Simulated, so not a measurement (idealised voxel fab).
Process module name: voxel self aligned contacts
cross-section cut | 260 nm wide | cells 5 nm
In this document a cross-section is written as a grid of square cells. It is given as a series of bands, listed from the top down, and a band is one or more rows of cells. In this notation a band is specified by the heights of its top and bottom, in that order and in nm, after which its materials appear from left to right, each paired with its width in nm. The word "edge to edge" attached to a single material means that material fills the band from edge to edge; the word "blank" stands for empty space. All heights in this document are referenced to 0, defined as the level beneath which the wafer, as received, consists entirely of one material. The lowest band is not bounded below; it extends indefinitely downward and is written in the form "z 0 and below". With a width like "30 to 40", each row of cells in the band differs from the next by the same amount, the top row carrying the first number and the bottom row the second. When a step is marked "remains unaltered", none of the cells in the cross-section changed during that step. "Enclosed internal voids" - sealed voids, min. 8 cells, no opening to top; format: width x height at distance (distance from left edge; nm throughout). Step line, after settings: the simulator's comment on this step. For masked steps, "overlay nm" on the step line gives how far right of plan the mask actually lay; a minus sign means it lay to the left.

Steps planned for the process:
1: RECEIVE [material Si]
2: OXIDIZE [depth nm 5]
3: DIRECTIONAL_DEP [material polySi] [thk nm 30]
4: DIRECTIONAL_DEP [material SiN] [thk nm 25]
5: PATTERN [tone cover] [mask id GATE] [material resist] [width nm 25] [pitch nm 70] [thk nm 15] [overlay nm 0]
6: DIRECTIONAL_ETCH [etch materials SiN] [depth nm 25]
7: DIRECTIONAL_ETCH [etch materials polySi] [depth nm 30]
8: STRIP [etch materials resist]
9: CONFORMAL_DEP [material SiN] [thk nm 10]
10: DIRECTIONAL_ETCH [etch materials SiN] [depth nm 10]
11: FILL_DEP [material SiO2] [thk nm 15]
12: CMP [height nm 65]
13: MASKED_ETCH [tone open] [mask id CONTACT] [width nm 55] [pitch nm 70] [etch materials SiO2] [depth nm 70] [overlay nm 0]
14: CONFORMAL_DEP [material TiN] [thk nm 5]
15: FILL_DEP [material W] [thk nm 10]
16: CMP [height nm 65]
17: CONFORMAL_DEP [material SiN] [thk nm 5]

First of two wafers: run as planned:

Cross-section of the wafer upon arrival, representing the state reached after step 1:
z 0 and below  Si edge to edge
Enclosed internal voids: none

After step 2: wafer cross-section:
z 0 to -5  SiO2 edge to edge
Below -5, no change.

After step 3: wafer cross-section:
z 30 to 0  polySi edge to edge
Below 0, no change.

After step 4: wafer cross-section:
z 55 to 30  SiN edge to edge
Below 30, no change.

After step 5: wafer cross-section:
z 70 to 55  blank 45  resist 25  blank 45  resist 25  blank 45  resist 25  blank 50
Below 55, no change.

After step 6: wafer cross-section:
z 70 to 55  blank 45  resist 25  blank 45  resist 25  blank 45  resist 25  blank 50
z 55 to 30  blank 45  SiN 25  blank 45  SiN 25  blank 45  SiN 25  blank 50
Below 30, no change.

After step 7: wafer cross-section:
z 70 to 55  blank 45  resist 25  blank 45  resist 25  blank 45  resist 25  blank 50
z 55 to 30  blank 45  SiN 25  blank 45  SiN 25  blank 45  SiN 25  blank 50
z 30 to 0  blank 45  polySi 25  blank 45  polySi 25  blank 45  polySi 25  blank 50
Below 0, no change.

After step 8: wafer cross-section:
z 55 to 30  blank 45  SiN 25  blank 45  SiN 25  blank 45  SiN 25  blank 50
Below 30, no change.

After step 9: wafer cross-section:
z 65 to 30  blank 35  SiN 45  blank 25  SiN 45  blank 25  SiN 45  blank 40
z 30 to 10  blank 35  SiN 10  polySi 25  SiN 10  blank 25  SiN 10  polySi 25  SiN 10  blank 25  SiN 10  polySi 25  SiN 10  blank 40
z 10 to 0  SiN 45  polySi 25  SiN 45  polySi 25  SiN 45  polySi 25  SiN 50
Below 0, no change.

After step 10: wafer cross-section:
z 55 to 30  blank 35  SiN 45  blank 25  SiN 45  blank 25  SiN 45  blank 40
z 30 to 0  blank 35  SiN 10  polySi 25  SiN 10  blank 25  SiN 10  polySi 25  SiN 10  blank 25  SiN 10  polySi 25  SiN 10  blank 40
Below 0, no change.

After step 11: wafer cross-section:
z 70 to 55  SiO2 edge to edge
z 55 to 30  SiO2 35  SiN 45  SiO2 25  SiN 45  SiO2 25  SiN 45  SiO2 40
z 30 to 0  SiO2 35  SiN 10  polySi 25  SiN 10  SiO2 25  SiN 10  polySi 25  SiN 10  SiO2 25  SiN 10  polySi 25  SiN 10  SiO2 40
Below 0, no change.

After step 12: wafer cross-section:
z 65 to 55  SiO2 edge to edge
Below 55, no change.

After step 13: wafer cross-section:
z 65 to 55  SiO2 65  blank 55  SiO2 15  blank 55  SiO2 70
z 55 to 30  SiO2 35  SiN 45  blank 25  SiN 45  blank 25  SiN 45  SiO2 40
z 30 to 0  SiO2 35  SiN 10  polySi 25  SiN 10  blank 25  SiN 10  polySi 25  SiN 10  blank 25  SiN 10  polySi 25  SiN 10  SiO2 40
z 0 to -5  SiO2 80  blank 25  SiO2 45  blank 25  SiO2 85
Below -5, no change.

After step 14: wafer cross-section:
z 70 to 65  TiN 70  blank 45  TiN 25  blank 45  TiN 75
z 65 to 55  SiO2 65  TiN 5 to 20  blank 45 to 15  TiN 5 to 20  SiO2 15  TiN 5 to 20  blank 45 to 15  TiN 5 to 20  SiO2 70
z 55 to 30  SiO2 35  SiN 45  TiN 5  blank 15  TiN 5  SiN 45  TiN 5  blank 15  TiN 5  SiN 45  SiO2 40
z 30 to 0  SiO2 35  SiN 10  polySi 25  SiN 10  TiN 5  blank 15  TiN 5  SiN 10  polySi 25  SiN 10  TiN 5  blank 15  TiN 5  SiN 10  polySi 25  SiN 10  SiO2 40
z 0 to -5  SiO2 80  TiN 25  SiO2 45  TiN 25  SiO2 85
Below -5, no change.

After step 15: wafer cross-section:
z 80 to 70  W edge to edge
z 70 to 65  TiN 70  W 45  TiN 25  W 45  TiN 75
z 65 to 55  SiO2 65  TiN 5 to 20  W 45 to 15  TiN 5 to 20  SiO2 15  TiN 5 to 20  W 45 to 15  TiN 5 to 20  SiO2 70
z 55 to 30  SiO2 35  SiN 45  TiN 5  W 15  TiN 5  SiN 45  TiN 5  W 15  TiN 5  SiN 45  SiO2 40
z 30 to 0  SiO2 35  SiN 10  polySi 25  SiN 10  TiN 5  W 15  TiN 5  SiN 10  polySi 25  SiN 10  TiN 5  W 15  TiN 5  SiN 10  polySi 25  SiN 10  SiO2 40
Below 0, no change.

After step 16: wafer cross-section:
z 65 to 55  SiO2 65  TiN 5 to 20  W 45 to 15  TiN 5 to 20  SiO2 15  TiN 5 to 20  W 45 to 15  TiN 5 to 20  SiO2 70
Below 55, no change.

After step 17: wafer cross-section:
z 70 to 65  SiN edge to edge
Below 65, no change.

It is to be noted that the second wafer proceeded from the same initial state and according to the same plan as the first, although one mistake was committed in its execution; through step 3, inclusive, the two wafers share an identical history:

Cross-section of the second wafer when, according to plan, step 4 should have finished:
z 60 to 30  SiN edge to edge
Below 30, no change.

Cross-section of the second wafer when, according to plan, step 5 should have finished:
z 75 to 60  blank 45  resist 25  blank 45  resist 25  blank 45  resist 25  blank 50
Below 60, no change.

Cross-section of the second wafer when, according to plan, step 6 should have finished:
z 75 to 60  blank 45  resist 25  blank 45  resist 25  blank 45  resist 25  blank 50
z 60 to 35  blank 45  SiN 25  blank 45  SiN 25  blank 45  SiN 25  blank 50
Below 35, no change.

Cross-section of the second wafer when, according to plan, step 7 should have finished: remains unaltered

Cross-section of the second wafer when, according to plan, step 8 should have finished:
z 60 to 35  blank 45  SiN 25  blank 45  SiN 25  blank 45  SiN 25  blank 50
Below 35, no change.

Cross-section of the second wafer when, according to plan, step 9 should have finished:
z 70 to 45  blank 35  SiN 45  blank 25  SiN 45  blank 25  SiN 45  blank 40
z 45 to 30  SiN edge to edge
Below 30, no change.

Cross-section of the second wafer when, according to plan, step 10 should have finished:
z 60 to 35  blank 35  SiN 45  blank 25  SiN 45  blank 25  SiN 45  blank 40
Below 35, no change.

Cross-section of the second wafer when, according to plan, step 11 should have finished:
z 75 to 60  SiO2 edge to edge
z 60 to 35  SiO2 35  SiN 45  SiO2 25  SiN 45  SiO2 25  SiN 45  SiO2 40
Below 35, no change.

Cross-section of the second wafer when, according to plan, step 12 should have finished:
z 65 to 60  SiO2 edge to edge
Below 60, no change.

Cross-section of the second wafer when, according to plan, step 13 should have finished:
z 65 to 60  SiO2 65  blank 55  SiO2 15  blank 55  SiO2 70
z 60 to 35  SiO2 35  SiN 45  blank 25  SiN 45  blank 25  SiN 45  SiO2 40
Below 35, no change.

Cross-section of the second wafer when, according to plan, step 14 should have finished:
z 70 to 65  TiN 70  blank 45  TiN 25  blank 45  TiN 75
z 65 to 60  SiO2 65  TiN 20  blank 15  TiN 20  SiO2 15  TiN 20  blank 15  TiN 20  SiO2 70
z 60 to 40  SiO2 35  SiN 45  TiN 5  blank 15  TiN 5  SiN 45  TiN 5  blank 15  TiN 5  SiN 45  SiO2 40
z 40 to 35  SiO2 35  SiN 45  TiN 25  SiN 45  TiN 25  SiN 45  SiO2 40
Below 35, no change.

Cross-section of the second wafer when, according to plan, step 15 should have finished:
z 80 to 70  W edge to edge
z 70 to 65  TiN 70  W 45  TiN 25  W 45  TiN 75
z 65 to 60  SiO2 65  TiN 20  W 15  TiN 20  SiO2 15  TiN 20  W 15  TiN 20  SiO2 70
z 60 to 40  SiO2 35  SiN 45  TiN 5  W 15  TiN 5  SiN 45  TiN 5  W 15  TiN 5  SiN 45  SiO2 40
Below 40, no change.

Cross-section of the second wafer when, according to plan, step 16 should have finished:
z 65 to 60  SiO2 65  TiN 20  W 15  TiN 20  SiO2 15  TiN 20  W 15  TiN 20  SiO2 70
Below 60, no change.

Cross-section of the second wafer when, according to plan, step 17 should have finished:
z 70 to 65  SiN edge to edge
Below 65, no change.
What went wrong in running the wafer? step 4 ran differently from the plan; actual operation with settings: DIRECTIONAL_DEP [material SiN] [thk nm 30]
End of process, cell counts, second wafer against first, materials with more or fewer: SiN -20; SiO2 -110; TiN -32; W -60; polySi +222
